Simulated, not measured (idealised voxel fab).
Process module, titled voxel wiring stack
275 nm wide, 5 nm square cells: that's cross-section cut.
The cross-sections in this document take the form of a grid made of square cells. They are written out as bands, in order from top to bottom. Each band consists of one or more rows of cells. Each band's line starts with the height of the band's top and of its bottom, in nm. Then come its materials from left to right, each with its width in nm. One material with "everywhere" fills the band from edge to edge. "blank" is empty space. Height reference: 0 = level under which incoming wafer is all one material. Lowest band: no bottom, runs on downward, e.g. "0..down". Width spec "30 to 40" -> top row of cells at first value, bottom row at second value, equal per-row change in between. "changes: none" after a step means that no cell of the cross-section changed. You'll see "Voids, fully enclosed" listing empty spaces that have no way open to the top, as long as they're 8 cells or more; the notation is width x height at distance, where the distance is from the left edge, and all of it is in nm. On each step's line, the part that comes after the settings is the simulator's own comment on the step. overlay nm: right-of-plan distance of the mask on a masked step; negative values mean left-of-plan.
-- Steps in the process plan
1. op RECEIVE | material Si
2. op CONFORMAL_DEP | material SiO2 | thk nm 15
3. op DIRECTIONAL_DEP | material TiN | thk nm 5
4. op DIRECTIONAL_DEP | material W | thk nm 25
5. op DIRECTIONAL_DEP | material aC | thk nm 10
6. op PATTERN | tone cover | mask id METAL_1 | material resist | width nm 25 | pitch nm 55 | thk nm 30 | overlay nm 0
7. op DIRECTIONAL_ETCH | etch materials aC | depth nm 10
8. op STRIP | etch materials resist
9. op DIRECTIONAL_ETCH | etch materials W | depth nm 25
10. op DIRECTIONAL_ETCH | etch materials TiN | depth nm 5
11. op STRIP | etch materials aC
12. op FILL_DEP | material SiO2 | thk nm 5
13. op CMP | height nm 45
14. op CONFORMAL_DEP | material SiCN | thk nm 5
15. op DIRECTIONAL_DEP | material SiO2 | thk nm 15
16. op DIRECTIONAL_DEP | material aC | thk nm 15
17. op PATTERN | tone open | mask id PLUG_1 | material resist | width nm 15 | pitch nm 110 | thk nm 35 | overlay nm 0
18. op DIRECTIONAL_ETCH | etch materials aC | depth nm 15
19. op STRIP | etch materials resist
20. op DIRECTIONAL_ETCH | etch materials SiO2 | depth nm 15
21. op DIRECTIONAL_ETCH | etch materials SiCN | depth nm 5
22. op STRIP | etch materials aC
23. op CONFORMAL_DEP | material TiN | thk nm 5
24. op FILL_DEP | material Cu | thk nm 10
25. op CMP | height nm 65
26. op DIRECTIONAL_DEP | material TiN | thk nm 5
27. op DIRECTIONAL_DEP | material W | thk nm 15
28. op PATTERN | tone cover | mask id METAL_2 | material resist | width nm 25 | pitch nm 55 | thk nm 20 | overlay nm 0
29. op DIRECTIONAL_ETCH | etch materials W | depth nm 15
30. op DIRECTIONAL_ETCH | etch materials TiN | depth nm 5
31. op STRIP | etch materials resist
32. op CONFORMAL_DEP | material SiCN | thk nm 5
33. op FILL_DEP | material SiO2 | thk nm 10
34. op CMP | height nm 85
35. op CONFORMAL_DEP | material SiCN | thk nm 5
36. op DIRECTIONAL_DEP | material SiO2 | thk nm 25
37. op PATTERN | tone open | mask id METAL_3 | material resist | width nm 25 | pitch nm 55 | thk nm 20 | overlay nm 0
38. op DIRECTIONAL_ETCH | etch materials SiO2 | depth nm 15
39. op STRIP | etch materials resist
40. op PATTERN | tone open | mask id METAL_3_HOLES | material resist | width nm 15 | pitch nm 55 | thk nm 20 | overlay nm 0
41. op DIRECTIONAL_ETCH | etch materials SiO2 | depth nm 10
42. op DIRECTIONAL_ETCH | etch materials SiCN | depth nm 5
43. op STRIP | etch materials resist
44. op CONFORMAL_DEP | material TiN | thk nm 5
45. op FILL_DEP | material Ru | thk nm 5
46. op CMP | height nm 115
47. op CONFORMAL_DEP | material SiCN | thk nm 5
48. op DIRECTIONAL_DEP | material lowk | thk nm 30
49. op DIRECTIONAL_DEP | material aC | thk nm 15
50. op PATTERN | tone open | mask id METAL_4 | material resist | width nm 25 | pitch nm 55 | thk nm 35 | overlay nm 0
51. op DIRECTIONAL_ETCH | etch materials aC | depth nm 15
52. op STRIP | etch materials resist
53. op DIRECTIONAL_ETCH | etch materials lowk | depth nm 15
54. op STRIP | etch materials aC
55. op DIRECTIONAL_DEP | material aC | thk nm 10
56. op PATTERN | tone open | mask id METAL_4_HOLES | material resist | width nm 15 | pitch nm 55 | thk nm 25 | overlay nm 0
57. op DIRECTIONAL_ETCH | etch materials aC | depth nm 10
58. op STRIP | etch materials resist
59. op DIRECTIONAL_ETCH | etch materials lowk | depth nm 15
60. op DIRECTIONAL_ETCH | etch materials SiCN | depth nm 5
61. op STRIP | etch materials aC
62. op CONFORMAL_DEP | material TiN | thk nm 5
63. op FILL_DEP | material Cu | thk nm 10
64. op CMP | height nm 150
65. op CONFORMAL_DEP | material SiN | thk nm 5
-- Cross-section of the wafer at receipt, which is the condition after step 1
  0..down: Si everywhere
  Voids, fully enclosed: none
-- End state of the module in cross-section, given the above starting point and plan and one mistake in execution
  155..150: SiN everywhere
  150..140: lowk 40, TiN 5, Cu 15, TiN 5, lowk 30, TiN 5, Cu 15, TiN 5, lowk 30, TiN 5, Cu 15, TiN 5, lowk 30, TiN 5, Cu 15, TiN 5, lowk 45
  140..135: lowk 40, TiN 5, Cu 5, TiN 15, lowk 30, TiN 5, Cu 5, TiN 15, lowk 30, TiN 5, Cu 5, TiN 15, lowk 30, TiN 5, Cu 5, TiN 15, lowk 45
  135..120: lowk 40, TiN 5, Cu 5, TiN 5, lowk 40, TiN 5, Cu 5, TiN 5, lowk 40, TiN 5, Cu 5, TiN 5, lowk 40, TiN 5, Cu 5, TiN 5, lowk 55
  120..115: SiCN 40, TiN 15, SiCN 40, TiN 15, SiCN 40, TiN 15, SiCN 40, TiN 15, SiCN 55
  115..105: SiO2 40, TiN 5, Ru 15, TiN 5, SiO2 30, TiN 5, Ru 15, TiN 5, SiO2 30, TiN 5, Ru 15, TiN 5, SiO2 30, TiN 5, Ru 15, TiN 5, SiO2 45
  105..100: SiO2 40, TiN 5, Ru 5, TiN 15, SiO2 30, TiN 5, Ru 5, TiN 15, SiO2 30, TiN 5, Ru 5, TiN 15, SiO2 30, TiN 5, Ru 5, TiN 15, SiO2 45
  100..90: SiO2 40, TiN 5, Ru 5, TiN 5, SiO2 40, TiN 5, Ru 5, TiN 5, SiO2 40, TiN 5, Ru 5, TiN 5, SiO2 40, TiN 5, Ru 5, TiN 5, SiO2 55
  90..85: SiCN 40, TiN 15, SiCN 40, TiN 15, SiCN 40, TiN 15, SiCN 40, TiN 15, SiCN 55
  85..70: SiO2 35, SiCN 5, W 25, SiCN 5, SiO2 20, SiCN 5, W 25, SiCN 5, SiO2 20, SiCN 5, W 25, SiCN 5, SiO2 20, SiCN 5, W 25, SiCN 5, SiO2 40
  70..65: SiCN 40, TiN 25, SiCN 30, TiN 25, SiCN 30, TiN 25, SiCN 30, TiN 25, SiCN 45
  65..50: SiO2 40, TiN 5, Cu 5, TiN 5, SiO2 95, TiN 5, Cu 5, TiN 5, SiO2 110
  50..45: SiCN 40, TiN 15, SiCN 95, TiN 15, SiCN 110
  45..20: SiO2 30, W 25, SiO2 30, W 25, SiO2 30, W 25, SiO2 30, W 25, SiO2 55
  20..15: SiO2 30, TiN 25, SiO2 30, TiN 25, SiO2 30, TiN 25, SiO2 30, TiN 25, SiO2 55
  15..0: SiO2 everywhere
  0..down: Si everywhere
  Voids, fully enclosed: none
Plan not followed: step 6 did not use the planned setting and instead ran as op PATTERN | tone cover | mask id METAL_1 | material resist | width nm 25 | pitch nm 55 | thk nm 30 | overlay nm -10
